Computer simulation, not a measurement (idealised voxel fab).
This is a process module. Its name is voxel wiring stack.
For reference, the cross-section in this document is cut, with width 230 nm and square cells of 5 nm.
In what follows, cross-sections appear as grids of square cells, described through bands that run from the top down, where every band is one or more rows of cells. Band entry format. Leading values: height of top, height of bottom, nm. Remainder: materials in left-to-right order, each with its width in nm. Special words: "everywhere" on a single material, which then fills the band edge to edge; "air", empty space. Ref level 0: as-received wafer is one material below here. Bottom band extends down with no lower bound ("z 0 and below"). Read "30->40" as a graded width: first number on top, second number at the bottom, same change between each pair of neighbouring rows. What does "remained unchanged" mean for a step? It means no cell of the cross-section changed in that step. "Enclosed void list" means: voids of 8 cells or more that are shut off from the top with no open way through. Written width x height at distance, distance from the left edge, in nm. Where a step's line continues beyond its settings, the continuation is a remark by the simulator itself on that step. The setting "overlay nm" may be written on the line of a step. When the step uses a mask, the value reports how far to the right of the planned place the mask lay, and a negative value reports that it lay to the left.
### Process steps (planned)
1. op RECEIVE | material Si
2. op CONFORMAL_DEP | material SiO2 | thk nm 15
3. op CONFORMAL_DEP | material SiN | thk nm 5
4. op DIRECTIONAL_DEP | material SiO2 | thk nm 20
5. op DIRECTIONAL_DEP | material aC | thk nm 10
6. op PATTERN | tone open | mask id METAL_1 | material resist | width nm 20 | pitch nm 50 | thk nm 25 | overlay nm 0
7. op DIRECTIONAL_ETCH | etch materials aC | depth nm 10
8. op STRIP | etch materials resist
9. op DIRECTIONAL_ETCH | etch materials SiO2 | depth nm 20
10. op DIRECTIONAL_ETCH | etch materials SiN | depth nm 5
11. op STRIP | etch materials aC
12. op CONFORMAL_DEP | material TiN | thk nm 5
13. op FILL_DEP | material W | thk nm 10
14. op CMP | height nm 40
15. op EPI | material Ru | thk nm 5
16. op FILL_DEP | material SiCN | thk nm 5
17. op DIRECTIONAL_DEP | material lowk | thk nm 30
18. op MASKED_ETCH | tone open | mask id METAL_2_HOLES | width nm 15 | pitch nm 50 | etch materials lowk | depth nm 30 | overlay nm 0
19. op MASKED_ETCH | tone open | mask id METAL_2 | width nm 20 | pitch nm 50 | etch materials lowk | depth nm 15 | overlay nm 0
20. op MASKED_ETCH | tone open | mask id METAL_2 | width nm 20 | pitch nm 50 | etch materials SiCN | depth nm 5 | overlay nm 0
21. op CONFORMAL_DEP | material TiN | thk nm 5
22. op FILL_DEP | material Cu | thk nm 5
23. op CMP | height nm 80
24. op CONFORMAL_DEP | material SiCN | thk nm 5
25. op DIRECTIONAL_DEP | material lowk | thk nm 25
26. op PATTERN | tone open | mask id METAL_3 | material resist | width nm 20 | pitch nm 50 | thk nm 20 | overlay nm 0
27. op DIRECTIONAL_ETCH | etch materials lowk | depth nm 15
28. op STRIP | etch materials resist
29. op PATTERN | tone open | mask id METAL_3_HOLES | material resist | width nm 15 | pitch nm 50 | thk nm 20 | overlay nm 0
30. op DIRECTIONAL_ETCH | etch materials lowk | depth nm 10
31. op DIRECTIONAL_ETCH | etch materials SiCN | depth nm 5
32. op STRIP | etch materials resist
33. op CONFORMAL_DEP | material TiN | thk nm 5
34. op FILL_DEP | material Ru | thk nm 10
35. op CMP | height nm 110
36. op CONFORMAL_DEP | material SiN | thk nm 5
### Delivered wafer in cross-section: state after step 1
* z 0 and below | Si everywhere
* Enclosed void list: none
### As-planned run: cross-section of the first of two wafers at end of module
* z 115 to 110 | SiN everywhere
* z 110 to 100 | lowk 80; TiN 5; Ru 10; TiN 5; lowk 30; TiN 5; Ru 10; TiN 5; lowk 80
* z 100 to 95 | lowk 80; TiN 5; Ru 5; TiN 10; lowk 30; TiN 5; Ru 5; TiN 10; lowk 80
* z 95 to 85 | lowk 80; TiN 5; Ru 5; TiN 5; lowk 35; TiN 5; Ru 5; TiN 5; lowk 85
* z 85 to 80 | SiCN 80; TiN 15; SiCN 35; TiN 15; SiCN 85
* z 80 to 70 | lowk 80; TiN 5; Cu 10; TiN 5; lowk 30; TiN 5; Cu 10; TiN 5; lowk 80
* z 70 to 65 | lowk 80; TiN 5; Cu 5; TiN 10; lowk 30; TiN 5; Cu 5; TiN 10; lowk 80
* z 65 to 50 | lowk 80; TiN 5; Cu 5; TiN 5; lowk 35; TiN 5; Cu 5; TiN 5; lowk 85
* z 50 to 45 | SiCN 80; TiN 15; SiCN 35; TiN 15; SiCN 85
* z 45 to 40 | SiCN 75; Ru 30; SiCN 20; Ru 30; SiCN 75
* z 40 to 20 | SiO2 80; TiN 5; W 10; TiN 5; SiO2 30; TiN 5; W 10; TiN 5; SiO2 80
* z 20 to 15 | SiN 80; TiN 20; SiN 30; TiN 20; SiN 80
* z 15 to 0 | SiO2 everywhere
* z 0 and below | Si everywhere
* Enclosed void list: none
### So this is wafer number two of the two, cut at the end of the module - it started where the first did and had the same plan, we just got one thing wrong running it
* z 115 to 110 | SiN everywhere
* z 110 to 100 | lowk 80; TiN 5; Ru 10; TiN 5; lowk 30; TiN 5; Ru 10; TiN 5; lowk 80
* z 100 to 95 | lowk 80; TiN 5; Ru 5; TiN 10; lowk 30; TiN 5; Ru 5; TiN 10; lowk 80
* z 95 to 85 | lowk 80; TiN 5; Ru 5; TiN 5; lowk 35; TiN 5; Ru 5; TiN 5; lowk 85
* z 85 to 80 | SiCN 80; TiN 15; SiCN 35; TiN 15; SiCN 85
* z 80 to 70 | lowk 80; TiN 5; Cu 10; TiN 5; lowk 30; TiN 5; Cu 10; TiN 5; lowk 80
* z 70 to 65 | lowk 80; TiN 5; Cu 5; TiN 10; lowk 30; TiN 5; Cu 5; TiN 10; lowk 80
* z 65 to 50 | lowk 80; TiN 5; Cu 5; TiN 5; lowk 35; TiN 5; Cu 5; TiN 5; lowk 85
* z 50 to 45 | SiCN 80; TiN 15; SiCN 35; TiN 15; SiCN 85
* z 45 to 40 | Ru everywhere
* z 40 to 35 | TiN 85; W 10; TiN 40; W 10; TiN 85
* z 35 to 15 | SiO2 80; TiN 5; W 10; TiN 5; SiO2 30; TiN 5; W 10; TiN 5; SiO2 80
* z 15 to 10 | SiN 80; TiN 20; SiN 30; TiN 20; SiN 80
* z 10 to 0 | SiO2 everywhere
* z 0 and below | Si everywhere
* Enclosed void list: none
So what did we get wrong on this run? planned and actual differ for step 2; actual: op CONFORMAL_DEP | material SiO2 | thk nm 10
Once processing is complete, comparing cell counts shows that the second wafer has more or fewer of certain materials than the first: Ru: 34 more, SiCN: 34 fewer, SiO2: 46 fewer, TiN: 42 more, W: 4 more
